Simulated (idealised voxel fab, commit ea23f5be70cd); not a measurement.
The following process module bears the name voxel ribs on slabs.
Cross-section cut spans 285 nm and uses square cells 5 nm in size.
Cross-section spec: square-cell grid; bands listed top down; each band is one or more rows.
Heads up on the band format: heights come first, top then bottom, in nm. After that it's the materials left to right, each with its width in nm. A single material flagged "full width" fills the whole band edge to edge, and "air" means there's empty space there.
Height is counted from the level 0, under which the received wafer is composed throughout of one material. The lowest of the bands is not closed at the bottom but continues downward, in the notation "0 -> down".
Width spec "30->40" -> top row of cells at first value, bottom row at second value, equal per-row change in between.
"nothing different" means the step left every cell of the cross-section as it was.
Closed empty spaces (no open way to the top) of 8 cells or more are what "Enclosed empty spaces" lists, each as width x height at distance from the left edge, nm for all three.
Step line, after settings: the simulator's comment on this step.
A step's line can hold "overlay nm"; with a mask on that step, the setting says how far right of the planned place the mask lay, while a negative setting says it lay to the left.
These are the steps we planned for the process
1: op RECEIVE | material Si
2: op DIRECTIONAL_DEP | material SiO2 | thk nm 10
3: op DIRECTIONAL_DEP | material polySi | thk nm 15
4: op MASKED_ETCH | tone cover | mask id RIB | width nm 20 | etch materials polySi | depth nm 5 | overlay nm 0
5: op DIRECTIONAL_DEP | material aC | thk nm 10
6: op PATTERN | tone cover | mask id SLAB | material resist | width nm 50 | thk nm 25 | overlay nm 0
7: op DIRECTIONAL_ETCH | etch materials aC | depth nm 10
8: op STRIP | etch materials resist
9: op DIRECTIONAL_ETCH | etch materials polySi | depth nm 10
10: op STRIP | etch materials aC
11: op FILL_DEP | material SiO2 | thk nm 20
12: op CMP | height nm 45
13: op DIRECTIONAL_DEP | material TiN | thk nm 5
14: op PATTERN | tone cover | mask id HEATER | material resist | width nm 30 | thk nm 20 | overlay nm 0
15: op DIRECTIONAL_ETCH | etch materials TiN | depth nm 5
16: op STRIP | etch materials resist
17: op CONFORMAL_DEP | material SiO2 | thk nm 10
Variable across wafers: step 2 thk nm (plan value is that of the first wafer; starting state common to all).
Step 1 complete: as-received cross-section of the first of several wafers
  0 -> down | Si full width
  Enclosed empty spaces: none
each wafer at the end: cells of each material gained (+) or lost (-) since it was received, then its closed voids
thk nm 10; +607 SiO2; +6 TiN; +24 polySi; Enclosed empty spaces: none
thk nm 15; +607 SiO2; +6 TiN; +24 polySi; Enclosed empty spaces: none
thk nm 20; +607 SiO2; +6 TiN; +24 polySi; Enclosed empty spaces: none
thk nm 25; +607 SiO2; +6 TiN; +24 polySi; Enclosed empty spaces: none
thk nm 30; +607 SiO2; +6 TiN; +24 polySi; Enclosed empty spaces: none
thk nm 35; +611 SiO2; +6 TiN; +20 polySi; Enclosed empty spaces: none
